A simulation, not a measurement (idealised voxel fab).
process module | voxel spacer lines
cross-section cut | 215 nm wide | cells 5 nm
A cross-section is a grid of square cells, given in bands from the top down. A band is one or more rows of cells.
Each band's line starts with the height of the band's top and of its bottom, in nm. Then come its materials from left to right, each with its width in nm. One material with "throughout" fills the band from edge to edge. "air" is empty space.
Height 0 is the level under which the wafer as received is all one material. The lowest band goes on downwards, as in "0 down".
A width such as "30 to 40" changes by the same amount from each row of cells to the next, from the band's top row to its bottom row.
"no change" after a step means that no cell of the cross-section changed.
closed voids: empty space of 8 cells or more with no open way to the top, each as width x height at its distance from the left edge, in nm
after a step's settings: what the simulator itself notes on the step
overlay nm, on a step with a mask: how far to the right of its planned place the mask lay; to the left if negative
plan
1 op RECEIVE | material Si
2 op CONFORMAL_DEP | material Al2O3 | thk nm 10
3 op DIRECTIONAL_DEP | material SiN | thk nm 15
4 op DIRECTIONAL_DEP | material aC | thk nm 30
5 op PATTERN | tone cover | mask id MANDREL | material resist | width nm 15 | pitch nm 60 | thk nm 40 | overlay nm 0
6 op DIRECTIONAL_ETCH | etch materials aC | depth nm 30
7 op STRIP | etch materials resist
8 op CONFORMAL_DEP | material SiO2 | thk nm 15
9 op DIRECTIONAL_ETCH | etch materials SiO2 | depth nm 15
10 op STRIP | etch materials aC
11 op DIRECTIONAL_ETCH | etch materials SiN | depth nm 15
12 op STRIP | etch materials SiO2
as received, after step 1
  0 down: Si throughout
  closed voids: none
a wafer at the end: this start, this plan, one mistake
  25 to 15: Al2O3 throughout
  15 to 0: SiN throughout
  0 down: Si throughout
  closed voids: none
what went wrong: steps 2 and 3 were swapped
